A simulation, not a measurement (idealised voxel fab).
Title: Process Module voxel wiring stack
For reference, the cross-section in this document is cut, with width 260 nm and square cells of 5 nm.
Each cross-section below is a grid of square cells, stated as bands in top-down order, with one or more rows of cells making up each band.
Look at the band entry: it leads with the top's height and the bottom's height in nm. Then it lists the materials left to right, with a width in nm for each. The word "edge to edge" on a single material says that material fills the band edge to edge. The word "blank" is empty space.
Note: height 0 marks the level under which the wafer is uniformly one material as received. Lowest band unbounded below, written "0 down".
The notation "30 to 40" denotes a width that varies across the rows of cells in the band, beginning at the first number in the top row, finishing at the second number in the bottom row, and changing by an identical amount from each row to the next.
A step reported as "no alterations made" is a step in which no cell of the cross-section changed.
Empty spaces counting at least 8 cells and having no open way to the top are listed in "Closed empty spaces". The notation width x height at distance is used for each, the distance being from the left edge and all three values in nm.
Note: text after step settings on the step line = simulator remark on that step.
overlay nm: for a step with a mask, the amount by which the mask lay right of where it was planned; a negative amount means left of it.
## The following list gives the planned process steps
- 1: RECEIVE with material Si
- 2: CONFORMAL_DEP with material SiO2, thk nm 10
- 3: CONFORMAL_DEP with material SiCN, thk nm 5
- 4: DIRECTIONAL_DEP with material SiO2, thk nm 25
- 5: MASKED_ETCH with tone open, mask id METAL_1, width nm 30, pitch nm 55, etch materials SiO2, depth nm 25, overlay nm 0
- 6: MASKED_ETCH with tone open, mask id METAL_1, width nm 30, pitch nm 55, etch materials SiCN, depth nm 5, overlay nm 0
- 7: CONFORMAL_DEP with material TiN, thk nm 5
- 8: FILL_DEP with material Cu, thk nm 5
- 9: CMP with height nm 40
- 10: CONFORMAL_DEP with material SiCN, thk nm 5
- 11: DIRECTIONAL_DEP with material SiO2, thk nm 35
- 12: PATTERN with tone open, mask id METAL_2_HOLES, material resist, width nm 15, pitch nm 55, thk nm 15, overlay nm 0
- 13: DIRECTIONAL_ETCH with etch materials SiO2, depth nm 35
- 14: STRIP with etch materials resist
- 15: PATTERN with tone open, mask id METAL_2, material resist, width nm 30, pitch nm 55, thk nm 20, overlay nm 0
- 16: DIRECTIONAL_ETCH with etch materials SiO2, depth nm 20
- 17: DIRECTIONAL_ETCH with etch materials SiCN, depth nm 5
- 18: STRIP with etch materials resist
- 19: CONFORMAL_DEP with material TiN, thk nm 5
- 20: FILL_DEP with material Ru, thk nm 5
- 21: CMP with height nm 80
- 22: CONFORMAL_DEP with material SiCN, thk nm 5
- 23: DIRECTIONAL_DEP with material SiO2, thk nm 25
- 24: PATTERN with tone open, mask id METAL_3, material resist, width nm 30, pitch nm 55, thk nm 15, overlay nm 0
- 25: DIRECTIONAL_ETCH with etch materials SiO2, depth nm 15
- 26: STRIP with etch materials resist
- 27: PATTERN with tone open, mask id METAL_3_HOLES, material resist, width nm 15, pitch nm 55, thk nm 20, overlay nm 0
- 28: DIRECTIONAL_ETCH with etch materials SiO2, depth nm 10
- 29: DIRECTIONAL_ETCH with etch materials SiCN, depth nm 5
- 30: STRIP with etch materials resist
- 31: CONFORMAL_DEP with material TiN, thk nm 5
- 32: FILL_DEP with material Ru, thk nm 5
- 33: CMP with height nm 110
- 34: CONFORMAL_DEP with material SiCN, thk nm 5
## Cross-section of the wafer upon arrival, representing the state reached after step 1
  0 down  Si edge to edge
  Closed empty spaces: none
## The first of the two wafers as seen in cross-section once the module was finished; processing followed the plan
  115 to 110  SiCN edge to edge
  110 to 100  SiO2 30, TiN 5, Ru 20, TiN 5, SiO2 25, TiN 5, Ru 20, TiN 5, SiO2 25, TiN 5, Ru 20, TiN 5, SiO2 25, TiN 5, Ru 20, TiN 5, SiO2 35
  100 to 95  SiO2 30, TiN 5, Ru 5, TiN 20, SiO2 25, TiN 5, Ru 5, TiN 20, SiO2 25, TiN 5, Ru 5, TiN 20, SiO2 25, TiN 5, Ru 5, TiN 20, SiO2 35
  95 to 85  SiO2 30, TiN 5, Ru 5, TiN 5, SiO2 40, TiN 5, Ru 5, TiN 5, SiO2 40, TiN 5, Ru 5, TiN 5, SiO2 40, TiN 5, Ru 5, TiN 5, SiO2 50
  85 to 80  SiCN 30, TiN 15, SiCN 40, TiN 15, SiCN 40, TiN 15, SiCN 40, TiN 15, SiCN 50
  80 to 65  SiO2 30, TiN 5, Ru 20, TiN 5, SiO2 25, TiN 5, Ru 20, TiN 5, SiO2 25, TiN 5, Ru 20, TiN 5, SiO2 25, TiN 5, Ru 20, TiN 5, SiO2 35
  65 to 60  SiO2 30, TiN 5, Ru 5, TiN 20, SiO2 25, TiN 5, Ru 5, TiN 20, SiO2 25, TiN 5, Ru 5, TiN 20, SiO2 25, TiN 5, Ru 5, TiN 20, SiO2 35
  60 to 45  SiO2 30, TiN 5, Ru 5, TiN 5, SiO2 40, TiN 5, Ru 5, TiN 5, SiO2 40, TiN 5, Ru 5, TiN 5, SiO2 40, TiN 5, Ru 5, TiN 5, SiO2 50
  45 to 40  SiCN 30, TiN 15, SiCN 40, TiN 15, SiCN 40, TiN 15, SiCN 40, TiN 15, SiCN 50
  40 to 15  SiO2 30, TiN 5, Cu 20, TiN 5, SiO2 25, TiN 5, Cu 20, TiN 5, SiO2 25, TiN 5, Cu 20, TiN 5, SiO2 25, TiN 5, Cu 20, TiN 5, SiO2 35
  15 to 10  SiCN 30, TiN 30, SiCN 25, TiN 30, SiCN 25, TiN 30, SiCN 25, TiN 30, SiCN 35
  10 to 0  SiO2 edge to edge
  0 down  Si edge to edge
  Closed empty spaces: none
## Presented here is a cross-section of the second of the two wafers as it stood at the end of the module. It was started in the same manner and assigned the same plan as the first wafer; however, one mistake was made in its execution
  115 to 110  SiCN edge to edge
  110 to 100  SiO2 30, TiN 5, Ru 20, TiN 5, SiO2 25, TiN 5, Ru 20, TiN 5, SiO2 25, TiN 5, Ru 20, TiN 5, SiO2 25, TiN 5, Ru 20, TiN 5, SiO2 35
  100 to 95  SiO2 30, TiN 5, Ru 5, TiN 20, SiO2 25, TiN 5, Ru 5, TiN 20, SiO2 25, TiN 5, Ru 5, TiN 20, SiO2 25, TiN 5, Ru 5, TiN 20, SiO2 35
  95 to 85  SiO2 30, TiN 5, Ru 5, TiN 5, SiO2 40, TiN 5, Ru 5, TiN 5, SiO2 40, TiN 5, Ru 5, TiN 5, SiO2 40, TiN 5, Ru 5, TiN 5, SiO2 50
  85 to 75  SiCN 30, TiN 15 to 30, SiCN 40 to 25, TiN 15 to 30, SiCN 40 to 25, TiN 15 to 30, SiCN 40 to 25, TiN 15 to 30, SiCN 50 to 35
  75 to 40  SiO2 edge to edge
  40 to 15  SiO2 30, TiN 5, Cu 20, TiN 5, SiO2 25, TiN 5, Cu 20, TiN 5, SiO2 25, TiN 5, Cu 20, TiN 5, SiO2 25, TiN 5, Cu 20, TiN 5, SiO2 35
  15 to 10  SiCN 30, TiN 30, SiCN 25, TiN 30, SiCN 25, TiN 30, SiCN 25, TiN 30, SiCN 35
  10 to 0  SiO2 edge to edge
  0 down  Si edge to edge
  Closed empty spaces: none
Want to know what went wrong? sequence error: steps 10 and 11 interchanged
Upon completion, the second wafer contains, in terms of cells, a greater or smaller amount of certain materials than the first wafer: 64 fewer of Ru; 12 fewer of SiCN; 132 more of SiO2; 56 fewer of TiN
